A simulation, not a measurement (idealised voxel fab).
Process module heading - voxel transistor to metal
FYI the section here is cut, 260 nm wide, cells are 5 nm squares.
When this document writes out a cross-section, it uses a grid of square cells and lists it as bands, beginning at the top and moving down, with a band standing for one or more rows of cells.
Look at the band entry: it leads with the top's height and the bottom's height in nm. Then it lists the materials left to right, with a width in nm for each. The word "full width" on a single material says that material fills the band edge to edge. The word "empty" is empty space.
Measure heights from 0. That's the level where, below it, the as-received wafer is all one material. The lowest band is bottomless and extends downward; write it as in "0..down".
Width: "30..40" (first number = top row, second number = bottom row, same change from row to row of cells).
You'll sometimes find "no modifications" written for a step, and that's the way of saying that nowhere in the cross-section did a cell change during that step.
If an empty space has no open way to the top and is at least 8 cells in size, "Completely sealed voids" lists it, written width x height at distance, where distance is measured from the left edge and every value is in nm.
Formally, on a step line, whatever follows the settings is a remark that the simulator itself makes on the step.
overlay nm: on a step with a mask, how far right of its planned place the mask lay; negative means left.
# plan
step 1: RECEIVE [material Si]
step 2: OXIDIZE [depth nm 5]
step 3: CONFORMAL_DEP [material SiN] [thk nm 15]
step 4: DIRECTIONAL_DEP [material aC] [thk nm 10]
step 5: PATTERN [tone cover] [mask id ACTIVE] [material resist] [width nm 100] [pitch nm 125] [thk nm 30] [overlay nm 0]
step 6: DIRECTIONAL_ETCH [etch materials aC] [depth nm 10]
step 7: STRIP [etch materials resist]
step 8: DIRECTIONAL_ETCH [etch materials SiN] [depth nm 15]
step 9: DIRECTIONAL_ETCH [etch materials SiO2] [depth nm 5]
step 10: DIRECTIONAL_ETCH [etch materials Si] [depth nm 25]
step 11: STRIP [etch materials aC]
step 12: OXIDIZE [depth nm 5]
step 13: FILL_DEP [material SiO2] [thk nm 5]
step 14: CMP [height nm 15]
step 15: SELECTIVE_ETCH [etch materials SiO2] [depth nm 10]
step 16: STRIP [etch materials SiN]
step 17: SELECTIVE_ETCH [etch materials SiO2] [depth nm 5]
step 18: OXIDIZE [depth nm 5]
step 19: DIRECTIONAL_DEP [material polySi] [thk nm 20]
step 20: DIRECTIONAL_DEP [material SiCN] [thk nm 10]
step 21: DIRECTIONAL_DEP [material aC] [thk nm 15]
step 22: PATTERN [tone cover] [mask id GATE] [material resist] [width nm 20] [pitch nm 125] [thk nm 30] [overlay nm 0]
step 23: DIRECTIONAL_ETCH [etch materials aC] [depth nm 15]
step 24: STRIP [etch materials resist]
step 25: DIRECTIONAL_ETCH [etch materials SiCN] [depth nm 20]
step 26: DIRECTIONAL_ETCH [etch materials polySi] [depth nm 30]
step 27: STRIP [etch materials aC]
step 28: CONFORMAL_DEP [material SiO2] [thk nm 5]
step 29: DIRECTIONAL_ETCH [etch materials SiO2] [depth nm 5]
step 30: CONFORMAL_DEP [material SiN] [thk nm 5]
step 31: DIRECTIONAL_ETCH [etch materials SiN] [depth nm 5]
step 32: DIRECTIONAL_ETCH [etch materials SiO2] [depth nm 5]
step 33: DIRECTIONAL_ETCH [etch materials Si] [depth nm 15]
step 34: EPI [material nSi] [thk nm 20]
step 35: FILL_DEP [material SiO2] [thk nm 10]
step 36: CMP [height nm 25]
step 37: DIRECTIONAL_DEP [material SiO2] [thk nm 10]
step 38: DIRECTIONAL_DEP [material aC] [thk nm 10]
step 39: PATTERN [tone open] [mask id CONTACT] [material resist] [width nm 20] [thk nm 30] [overlay nm 0]
step 40: DIRECTIONAL_ETCH [etch materials aC] [depth nm 10]
step 41: STRIP [etch materials resist]
step 42: DIRECTIONAL_ETCH [etch materials SiO2] [depth nm 40]
step 43: STRIP [etch materials aC]
step 44: CONFORMAL_DEP [material TiN] [thk nm 5]
step 45: FILL_DEP [material W] [thk nm 5]
step 46: CMP [height nm 35]
step 47: DIRECTIONAL_DEP [material TiN] [thk nm 5]
step 48: DIRECTIONAL_DEP [material W] [thk nm 25]
step 49: MASKED_ETCH [tone cover] [mask id METAL_1] [width nm 20] [etch materials W] [depth nm 25] [overlay nm 0]
step 50: MASKED_ETCH [tone cover] [mask id METAL_1] [width nm 20] [etch materials TiN] [depth nm 5] [overlay nm -5]
step 51: FILL_DEP [material SiO2] [thk nm 10]
step 52: CMP [height nm 65]
step 53: CONFORMAL_DEP [material SiCN] [thk nm 5]
All wafers enter the flow in the same state. The overlay nm at step 50 differs from wafer to wafer, and the plan gives the value for the first wafer.
# So this is the first of several wafers, cross-sectioned as it came to us, meaning it's at the end of step 1
> 0..down | Si full width
> Completely sealed voids: none
# Below, a row for every wafer. Read it as the end-of-module picture: for each material the wafer shows its cells gained (+) or lost (-) since it was received, and then its closed voids
overlay nm -5 | -244 Si | +68 SiCN | +28 SiN | +524 SiO2 | +80 TiN | +112 W | +128 nSi | +32 polySi | Completely sealed voids: none
overlay nm 0 | -244 Si | +68 SiCN | +28 SiN | +528 SiO2 | +76 TiN | +112 W | +128 nSi | +32 polySi | Completely sealed voids: none
overlay nm 5 | -244 Si | +68 SiCN | +28 SiN | +524 SiO2 | +80 TiN | +112 W | +128 nSi | +32 polySi | Completely sealed voids: none
overlay nm 10 | -244 Si | +68 SiCN | +28 SiN | +520 SiO2 | +84 TiN | +112 W | +128 nSi | +32 polySi | Completely sealed voids: none
